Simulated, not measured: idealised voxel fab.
The process module presented herein is designated voxel self aligned contacts.
Xsec cut, 265 nm wide, square cell size 5 nm.
Cross-section layout: square cells on a grid; listed as bands, top to bottom; a band spans one or more cell rows.
Look at the band entry: it leads with the top's height and the bottom's height in nm. Then it lists the materials left to right, with a width in nm for each. The word "everywhere" on a single material says that material fills the band edge to edge. The word "blank" is empty space.
We count height from 0. Below that, the starting wafer is all one material. The lowest band never ends at the bottom but goes on down; see "0 down" for how that is written.
Width spec "30..40" -> top row of cells at first value, bottom row at second value, equal per-row change in between.
"stayed the same", as given for a step, is the statement that not any cell of the cross-section underwent a change during that step.
Under "Internal closed voids" you'll find the enclosed gaps, the ones with no way out to the top, that are 8 cells or bigger; each reads width x height at distance, with distance counted from the left edge, everything in nm.
Whatever follows a step's settings on its line is a remark the simulator itself makes about that step.
overlay nm: right-of-plan distance of the mask on a masked step; negative values mean left-of-plan.

The process steps that were planned are listed below
step 1: RECEIVE (material Si)
step 2: OXIDIZE (depth nm 5)
step 3: DIRECTIONAL_DEP (material polySi; thk nm 20)
step 4: DIRECTIONAL_DEP (material SiN; thk nm 20)
step 5: MASKED_ETCH (tone cover; mask id GATE; width nm 35; pitch nm 60; etch materials SiN; depth nm 20; overlay nm 0)
step 6: MASKED_ETCH (tone cover; mask id GATE; width nm 35; pitch nm 60; etch materials polySi; depth nm 20; overlay nm 0)
step 7: CONFORMAL_DEP (material SiN; thk nm 5)
step 8: DIRECTIONAL_ETCH (etch materials SiN; depth nm 5)
step 9: FILL_DEP (material SiO2; thk nm 10)
step 10: CMP (height nm 45)
step 11: PATTERN (tone open; mask id CONTACT; material resist; width nm 45; thk nm 20; overlay nm 0)
step 12: DIRECTIONAL_ETCH (etch materials SiO2; depth nm 50)
step 13: STRIP (etch materials resist)
step 14: CONFORMAL_DEP (material TiN; thk nm 5)
step 15: FILL_DEP (material W; thk nm 10)
step 16: CMP (height nm 45)
step 17: CONFORMAL_DEP (material SiN; thk nm 5)

Incoming wafer, cross-sectional view, post step 1
	0 down = Si everywhere
	Internal closed voids: none

The first of two wafers, cross-sectioned at the end of the module, with the run proceeding as planned
	50 to 45 = SiN everywhere
	45 to 40 = SiO2 110 nm / TiN 20 nm / W 5 nm / TiN 20 nm / SiO2 110 nm
	40 to 20 = SiO2 80 nm / SiN 45 nm / TiN 5 nm / W 5 nm / TiN 5 nm / SiN 45 nm / SiO2 80 nm
	20 to 0 = SiO2 80 nm / SiN 5 nm / polySi 35 nm / SiN 5 nm / TiN 5 nm / W 5 nm / TiN 5 nm / SiN 5 nm / polySi 35 nm / SiN 5 nm / SiO2 80 nm
	0 to -5 = SiO2 125 nm / TiN 15 nm / SiO2 125 nm
	-5 down = Si everywhere
	Internal closed voids: none

second wafer at the end: like start, like plan, one mistake
	50 to 45 = SiN everywhere
	45 to 40 = SiO2 110 nm / TiN 20 nm / W 5 nm / TiN 20 nm / SiO2 110 nm
	40 to 20 = SiO2 80 nm / SiN 45 nm / TiN 5 nm / W 5 nm / TiN 5 nm / SiN 45 nm / SiO2 80 nm
	20 to 15 = SiO2 125 nm / TiN 15 nm / SiO2 125 nm
	15 to 0 = polySi everywhere
	0 down = Si everywhere
	Internal closed voids: none
What was the processing mistake? steps 2 and 3 got flipped, so each one ran where the other should have
Final tally in cells, some materials are higher or lower on the second wafer than on the first: Si: 53 more; SiN: 16 fewer; SiO2: 128 fewer; TiN: 8 fewer; W: 4 fewer; polySi: 103 more
